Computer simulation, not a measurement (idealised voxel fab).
The name of this process module is voxel self aligned vias.
Cross-sectional view cut (width: 235 nm; square cell size: 5 nm).
A cross-section is a grid of square cells, given in bands from the top down. A band is one or more rows of cells. Quick guide to a band line: top height, bottom height (nm) up front; then every material left to right with its width in nm. Only one material and it's marked "everywhere"? Then it fills the band edge to edge. And "blank" just means empty space. The level at which height equals 0 is the one under which the wafer, as it arrives, is entirely one material. No lower edge exists for the bottom band, which continues downward and is notated as in "z 0 and below". It should be noted that a width expressed as "30..40" varies in equal increments from row to row of cells within the band, taking the value of the first number at the top row and that of the second number at the bottom row. Given "no modification" for a step, no cell of the cross-section differs between before and after that step. In "Non-vented voids" the enclosed voids are listed, meaning empty spaces of 8 cells or larger without any opening to the top. The form is width x height at distance, distance from the left edge, units nm. Past the settings on a step's line: simulator remark, on that step. "overlay nm" on a masked step: distance the mask lay right of its planned place, negative for left.

### Here's what the planned process steps look like
step 1: RECEIVE | material Si
step 2: CONFORMAL_DEP | material SiO2 | thk nm 15
step 3: CONFORMAL_DEP | material SiCN | thk nm 5
step 4: DIRECTIONAL_DEP | material lowk | thk nm 30
step 5: DIRECTIONAL_DEP | material aC | thk nm 15
step 6: PATTERN | tone open | mask id LINES | material resist | width nm 20 | pitch nm 60 | thk nm 35 | overlay nm 0
step 7: DIRECTIONAL_ETCH | etch materials aC | depth nm 15
step 8: STRIP | etch materials resist
step 9: DIRECTIONAL_ETCH | etch materials lowk | depth nm 30
step 10: STRIP | etch materials aC
step 11: CONFORMAL_DEP | material TiN | thk nm 5
step 12: FILL_DEP | material Ru | thk nm 5
step 13: CMP | height nm 50
step 14: SELECTIVE_ETCH | etch materials W Ru TiN | depth nm 5
step 15: FILL_DEP | material SiN | thk nm 5
step 16: CMP | height nm 40
step 17: DIRECTIONAL_DEP | material lowk | thk nm 20
step 18: PATTERN | tone open | mask id VIAS | material resist | width nm 30 | pitch nm 60 | thk nm 15 | overlay nm 0
step 19: DIRECTIONAL_ETCH | etch materials lowk | depth nm 20
step 20: DIRECTIONAL_ETCH | etch materials SiN | depth nm 5
step 21: STRIP | etch materials resist
step 22: CONFORMAL_DEP | material TiN | thk nm 5
step 23: FILL_DEP | material Cu | thk nm 10
step 24: CMP | height nm 70
step 25: CONFORMAL_DEP | material SiCN | thk nm 5
For clarity, it should be stated that the wafers under discussion commence in an identical condition and differ with respect to the height nm of step 16, the plan indicating the value that the first wafer had.

### Cross-section of the first incoming wafer of several, state after step 1
  z 0 and below | Si everywhere
  Non-vented voids: none

### Note: the following table is arranged by wafer, a row apiece. Each row reports the end-of-module state: per material, cells gained (+) or cells lost (-) compared with the wafer as received; closed voids follow
height nm 40 | +79 Cu | +12 Ru | +94 SiCN | +141 SiO2 | +83 TiN | +296 lowk | Non-vented voids: none
height nm 45 | +32 Cu | +16 Ru | +94 SiCN | +141 SiO2 | +87 TiN | +335 lowk | Non-vented voids: none
height nm 50 | +28 Cu | +16 Ru | +94 SiCN | +141 SiO2 | +52 TiN | +374 lowk | Non-vented voids: none
height nm 55 | +24 Cu | +16 Ru | +94 SiCN | +43 SiN | +141 SiO2 | +48 TiN | +339 lowk | Non-vented voids: none
